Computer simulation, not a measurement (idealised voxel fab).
The process module presented herein is designated voxel wiring stack.
Square cell edge 5 nm, section width 170 nm, ID cut.
Reading order for cross-sections: top band down to bottom band. Underlying form: a grid of square cells. Band size: one or more rows of cells. For a band, the entry starts with two heights in nm, that of the top and then that of the bottom, and carries on with the band's materials in order from left to right, each alongside its width in nm; the word "edge to edge" beside a single material means it fills the band edge to edge, and "empty" means empty space. Measure heights from 0. That's the level where, below it, the as-received wafer is all one material. The lowest band is bottomless and extends downward; write it as in "z 0 and below". Think of "30 to 40" as a width that walks from the first number to the second as you go down the band, top row to bottom row, taking equal-sized steps from row to row. What does "changes: none" mean for a step? It means no cell of the cross-section changed in that step. Basically, "Cavities, closed" tells you about the enclosed voids: empty spaces with no open way to the top, 8 cells or bigger, each written width x height at distance, where distance is from the left edge, all in nm. What comes after the settings on a step's line is commentary from the simulator itself on that step. "overlay nm" on a masked step: distance the mask lay right of its planned place, negative for left.
[These are the steps we planned for the process]
1) RECEIVE (material Si)
2) CONFORMAL_DEP (material SiO2; thk nm 10)
3) DIRECTIONAL_DEP (material TiN; thk nm 5)
4) DIRECTIONAL_DEP (material Ru; thk nm 25)
5) PATTERN (tone cover; mask id METAL_1; material resist; width nm 20; pitch nm 45; thk nm 20; overlay nm 0)
6) DIRECTIONAL_ETCH (etch materials Ru; depth nm 25)
7) DIRECTIONAL_ETCH (etch materials TiN; depth nm 5)
8) STRIP (etch materials resist)
9) CONFORMAL_DEP (material SiN; thk nm 5)
10) FILL_DEP (material lowk; thk nm 10)
11) CMP (height nm 40)
12) CONFORMAL_DEP (material SiCN; thk nm 5)
13) DIRECTIONAL_DEP (material SiO2; thk nm 10)
14) DIRECTIONAL_DEP (material aC; thk nm 10)
15) PATTERN (tone open; mask id PLUG_1; material resist; width nm 15; pitch nm 45; thk nm 30; overlay nm 0)
16) DIRECTIONAL_ETCH (etch materials aC; depth nm 10)
17) STRIP (etch materials resist)
18) DIRECTIONAL_ETCH (etch materials SiO2; depth nm 10)
19) DIRECTIONAL_ETCH (etch materials SiCN; depth nm 5)
20) STRIP (etch materials aC)
21) CONFORMAL_DEP (material TiN; thk nm 5)
22) FILL_DEP (material Cu; thk nm 5)
23) CMP (height nm 55)
24) DIRECTIONAL_DEP (material TiN; thk nm 5)
25) DIRECTIONAL_DEP (material Ru; thk nm 20)
26) PATTERN (tone cover; mask id METAL_2; material resist; width nm 20; pitch nm 45; thk nm 15; overlay nm -15)
27) DIRECTIONAL_ETCH (etch materials Ru; depth nm 20)
28) DIRECTIONAL_ETCH (etch materials TiN; depth nm 5)
29) STRIP (etch materials resist)
30) FILL_DEP (material lowk; thk nm 5)
31) CMP (height nm 80)
32) CONFORMAL_DEP (material SiCN; thk nm 5)
Same starting wafers, different overlay nm at step 26. Plan value belongs to the first wafer.
[First of several wafers, received after step 1, in cross-section]
- z 0 and below: Si edge to edge
- Cavities, closed: none
[Quick look at the cross-section of the first of several wafers after step 32, which wraps up the module]
- z 85 to 80: SiCN edge to edge
- z 80 to 60: lowk (35)  Ru (20)  lowk (25)  Ru (20)  lowk (70)
- z 60 to 55: lowk (35)  TiN (20)  lowk (25)  TiN (20)  lowk (70)
- z 55 to 45: SiO2 (50)  TiN (5)  Cu (5)  TiN (5)  SiO2 (30)  TiN (5)  Cu (5)  TiN (5)  SiO2 (60)
- z 45 to 40: SiCN (50)  TiN (15)  SiCN (30)  TiN (15)  SiCN (60)
- z 40 to 15: lowk (45)  SiN (5)  Ru (20)  SiN (5)  lowk (15)  SiN (5)  Ru (20)  SiN (5)  lowk (50)
- z 15 to 10: SiN (50)  TiN (20)  SiN (25)  TiN (20)  SiN (55)
- z 10 to 0: SiO2 edge to edge
- z 0 and below: Si edge to edge
- Cavities, closed: none
[Cross-section, last wafer, module completion]
- z 85 to 80: SiCN edge to edge
- z 80 to 60: lowk (65)  Ru (20)  lowk (25)  Ru (20)  lowk (40)
- z 60 to 55: lowk (65)  TiN (20)  lowk (25)  TiN (20)  lowk (40)
- z 55 to 45: SiO2 (50)  TiN (5)  Cu (5)  TiN (5)  SiO2 (30)  TiN (5)  Cu (5)  TiN (5)  SiO2 (60)
- z 45 to 40: SiCN (50)  TiN (15)  SiCN (30)  TiN (15)  SiCN (60)
- z 40 to 15: lowk (45)  SiN (5)  Ru (20)  SiN (5)  lowk (15)  SiN (5)  Ru (20)  SiN (5)  lowk (50)
- z 15 to 10: SiN (50)  TiN (20)  SiN (25)  TiN (20)  SiN (55)
- z 10 to 0: SiO2 edge to edge
- z 0 and below: Si edge to edge
- Cavities, closed: none
[Per wafer (row), end of module: delta in cells per material since receipt, (+) for gained, (-) for lost; closed voids after that]
overlay nm -15; +4 Cu; +72 Ru; +62 SiCN; +46 SiN; +124 SiO2; +30 TiN; +240 lowk; Cavities, closed: none
overlay nm -10; +4 Cu; +72 Ru; +62 SiCN; +46 SiN; +124 SiO2; +30 TiN; +240 lowk; Cavities, closed: none
overlay nm -5; +4 Cu; +72 Ru; +62 SiCN; +46 SiN; +124 SiO2; +30 TiN; +240 lowk; Cavities, closed: none
overlay nm 0; +4 Cu; +72 Ru; +62 SiCN; +46 SiN; +124 SiO2; +30 TiN; +240 lowk; Cavities, closed: none
overlay nm 5; +4 Cu; +72 Ru; +62 SiCN; +46 SiN; +124 SiO2; +30 TiN; +240 lowk; Cavities, closed: none
overlay nm 10; +4 Cu; +72 Ru; +62 SiCN; +46 SiN; +124 SiO2; +30 TiN; +240 lowk; Cavities, closed: none
overlay nm 15; +4 Cu; +72 Ru; +62 SiCN; +46 SiN; +124 SiO2; +30 TiN; +240 lowk; Cavities, closed: none
